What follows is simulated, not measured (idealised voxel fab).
Presented below is a process module, voxel capacitor over wiring.
Section shown: cut. Width: 155 nm. Cell size: 5 nm, square.
Cross-section format: a grid of square cells, given as bands from top to bottom; each band is one or more rows of cells.
Quick guide to a band line: top height, bottom height (nm) up front; then every material left to right with its width in nm. Only one material and it's marked "all across"? Then it fills the band edge to edge. And "blank" just means empty space.
For the purposes of this specification, 0 denotes the height below which the wafer in its as-received condition is composed wholly of one material, and the lowermost band, lacking a lower limit, extends downward without end, as expressed in "0 down".
The width entry "30..40" should be interpreted row by row: the top row of cells in the band takes the first number, the bottom row takes the second number, and the change between adjacent rows is uniform throughout.
"everything unchanged" for a step: no cell of the cross-section changed in that step.
For the entry "Enclosed void list", the listed items are empty spaces with no open way to the top whose size is 8 cells or more; each item follows the pattern width x height at distance, where distance is from the left edge and all three are in nm.
On a step's line, text after the settings is the simulator commenting on that step.
overlay nm: mask offset rightward from planned place, masked step; negative means leftward offset.

Process steps - plan
1) op RECEIVE | material Si
2) op CONFORMAL_DEP | material SiO2 | thk nm 15
3) op DIRECTIONAL_DEP | material TiN | thk nm 5
4) op DIRECTIONAL_DEP | material W | thk nm 15
5) op DIRECTIONAL_DEP | material aC | thk nm 10
6) op PATTERN | tone cover | mask id METAL_1 | material resist | width nm 20 | pitch nm 75 | thk nm 25 | overlay nm 0
7) op DIRECTIONAL_ETCH | etch materials aC | depth nm 10
8) op STRIP | etch materials resist
9) op DIRECTIONAL_ETCH | etch materials W | depth nm 15
10) op DIRECTIONAL_ETCH | etch materials TiN | depth nm 5
11) op STRIP | etch materials aC
12) op FILL_DEP | material SiO2 | thk nm 10
13) op CMP | height nm 35
14) op CONFORMAL_DEP | material SiCN | thk nm 5
15) op DIRECTIONAL_DEP | material lowk | thk nm 20
16) op PATTERN | tone open | mask id PLUG_1 | material resist | width nm 15 | thk nm 15 | overlay nm 0
17) op DIRECTIONAL_ETCH | etch materials lowk | depth nm 20
18) op DIRECTIONAL_ETCH | etch materials SiCN | depth nm 5
19) op STRIP | etch materials resist
20) op EPI | material Ru | thk nm 10
21) op EPI | material Ru | thk nm 10
22) op EPI | material Ru | thk nm 5
23) op DIRECTIONAL_DEP | material TiN | thk nm 10
24) op DIRECTIONAL_DEP | material SiN | thk nm 5
25) op DIRECTIONAL_DEP | material TiN | thk nm 10
26) op MASKED_ETCH | tone cover | mask id UPPER_PLATE | width nm 60 | etch materials TiN | depth nm 10 | overlay nm 0
27) op MASKED_ETCH | tone cover | mask id UPPER_PLATE | width nm 60 | etch materials SiN | depth nm 5 | overlay nm 0
28) op MASKED_ETCH | tone cover | mask id LOWER_PLATE | width nm 70 | etch materials TiN | depth nm 10 | overlay nm 0
29) op FILL_DEP | material SiO2 | thk nm 15
30) op CMP | height nm 95
31) op MASKED_ETCH | tone open | mask id PLUG_2 | width nm 15 | etch materials SiO2 | depth nm 10 | overlay nm 0
32) op CONFORMAL_DEP | material TiN | thk nm 5
33) op FILL_DEP | material Ru | thk nm 5
34) op CMP | height nm 95
35) op CONFORMAL_DEP | material SiN | thk nm 5

The cross-section here shows the wafer as received, i.e. in its state after step 1
> 0 down  Si all across
> Enclosed void list: none

End-of-module XS, first of two wafers, run as planned
> 100 to 95  SiN all across
> 95 to 90  SiO2: 45, then TiN: 5, then Ru: 5, then TiN: 5, then SiO2: 95
> 90 to 85  SiO2: 45, then TiN: 15, then SiO2: 95
> 85 to 75  SiO2: 35, then TiN: 60, then SiO2: 60
> 75 to 70  SiO2: 35, then SiN: 60, then SiO2: 60
> 70 to 60  SiO2: 30, then TiN: 70, then SiO2: 55
> 60 to 40  lowk: 35, then Ru: 15, then lowk: 105
> 40 to 35  SiCN: 35, then Ru: 15, then SiCN: 105
> 35 to 20  SiO2: 30, then W: 20, then SiO2: 55, then W: 20, then SiO2: 30
> 20 to 15  SiO2: 30, then TiN: 20, then SiO2: 55, then TiN: 20, then SiO2: 30
> 15 to 0  SiO2 all across
> 0 down  Si all across
> Enclosed void list: none

Cross-section, wafer two of two, end of module: same start and plan as wafer one, one error in execution
> 100 to 95  SiN all across
> 95 to 90  SiO2: 45, then TiN: 5, then Ru: 5, then TiN: 5, then SiO2: 95
> 90 to 85  SiO2: 45, then TiN: 15, then SiO2: 95
> 85 to 75  SiO2: 35, then TiN: 15, then SiO2: 30, then TiN: 15, then SiO2: 60
> 75 to 70  SiO2: 35, then SiN: 15, then SiO2: 30, then SiN: 15, then SiO2: 60
> 70 to 60  SiO2: 30, then TiN: 20, then SiO2: 30, then TiN: 20, then SiO2: 55
> 60 to 50  SiO2: 5, then Ru: 30, then lowk: 15, then TiN: 30, then Ru: 70, then SiO2: 5
> 50 to 45  SiO2: 5, then Ru: 30, then lowk: 15, then SiN: 30, then Ru: 70, then SiO2: 5
> 45 to 40  SiO2: 5, then Ru: 30, then lowk: 15, then TiN: 30, then Ru: 70, then SiO2: 5
> 40 to 35  SiO2: 5, then Ru: 30, then SiCN: 15, then TiN: 30, then Ru: 70, then SiO2: 5
> 35 to 20  SiO2: 30, then W: 20, then SiO2: 55, then W: 20, then SiO2: 30
> 20 to 15  SiO2: 30, then TiN: 20, then SiO2: 55, then TiN: 20, then SiO2: 30
> 15 to 0  SiO2 all across
> 0 down  Si all across
> Enclosed void list: none
Processing error: the process deviated at step 16: the operation and settings actually run there were op PATTERN | tone cover | mask id PLUG_1 | material resist | width nm 15 | thk nm 15 | overlay nm 0
The second wafer ends with more or fewer cells of some materials than the first, per final count: Ru +85, SiCN -25, SiO2 +40, lowk -100
